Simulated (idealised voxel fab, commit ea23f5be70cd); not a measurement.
Herein follows the process module entitled voxel released beams.
Xsec cut, 220 nm wide, square cell size 5 nm.
Notation: cross-section as square-cell grid; stated in bands, top first, going down; one or more cell rows per band. Quick guide to a band line: top height, bottom height (nm) up front; then every material left to right with its width in nm. Only one material and it's marked "all across"? Then it fills the band edge to edge. And "empty" just means empty space. Height reference: 0 = level under which incoming wafer is all one material. Lowest band: no bottom, runs on downward, e.g. "0 and below". Think of "30..40" as a width that walks from the first number to the second as you go down the band, top row to bottom row, taking equal-sized steps from row to row. "no alterations made" (step): cross-section cells unchanged, all of them. Reported under the label "Completely sealed voids" are the empty spaces having no open way to the top and comprising 8 cells or more; the notation for each is width x height at distance, in which the distance is measured from the left edge and all three values are in nm. That trailing text on a step's line, after the settings, is the simulator's own remark on the step. overlay nm, on a step with a mask: how far to the right of its planned place the mask lay; to the left if negative.
## So here's the lineup of process steps we planned
1,op RECEIVE | material Si
2,op CONFORMAL_DEP | material SiN | thk nm 5
3,op DIRECTIONAL_DEP | material SiO2 | thk nm 10
4,op MASKED_ETCH | tone open | mask id ANCHOR | width nm 35 | etch materials SiO2 | depth nm 10 | overlay nm 0
5,op CONFORMAL_DEP | material W | thk nm 10
6,op MASKED_ETCH | tone cover | mask id BEAM | width nm 120 | etch materials W | depth nm 10 | overlay nm 0
7,op STRIP | etch materials SiO2
## Of two wafers, the first: run according to plan
## Incoming wafer in cross-section (state: after step 1)
- 0 and below: Si all across
- Completely sealed voids: none
## State of the wafer after step 2, shown in cross-section
- 5 down to 0: SiN all across
- Rest of section, below 0: as before.
## State of the wafer after step 3, shown in cross-section
- 15 down to 5: SiO2 all across
- Rest of section, below 5: as before.
## State of the wafer after step 4, shown in cross-section
- 15 down to 5: 50 nm SiO2; 35 nm empty; 135 nm SiO2
- Rest of section, below 5: as before.
## State of the wafer after step 5, shown in cross-section
- 25 down to 15: 60 nm W; 15 nm empty; 145 nm W
- 15 down to 5: 50 nm SiO2; 35 nm W; 135 nm SiO2
- Rest of section, below 5: as before.
## State of the wafer after step 6, shown in cross-section
- 25 down to 15: 45 nm empty; 15 nm W; 15 nm empty; 90 nm W; 55 nm empty
- Rest of section, below 15: as before.
## State of the wafer after step 7, shown in cross-section
- 25 down to 15: 45 nm empty; 15 nm W; 15 nm empty; 90 nm W; 55 nm empty
- 15 down to 5: 50 nm empty; 35 nm W; 135 nm empty
- Rest of section, below 5: as before.
## Okay, second wafer. Nothing different at the start, nothing different in the plan, just one mistake somewhere in the running. As far as step 6, counting that step, it's the first wafer all over again
## Cross-section of the second wafer at the time step 7 of the plan should have ended
- 15 down to 5: 50 nm SiO2; 35 nm empty; 135 nm SiO2
- Rest of section, below 5: as before.
What broke from the plan during processing? the process deviated at step 7: the operation and settings actually run there were op STRIP | etch materials W
The second wafer ends with more or fewer cells of some materials than the first, per final count: SiO2: 74 more, W: 56 fewer
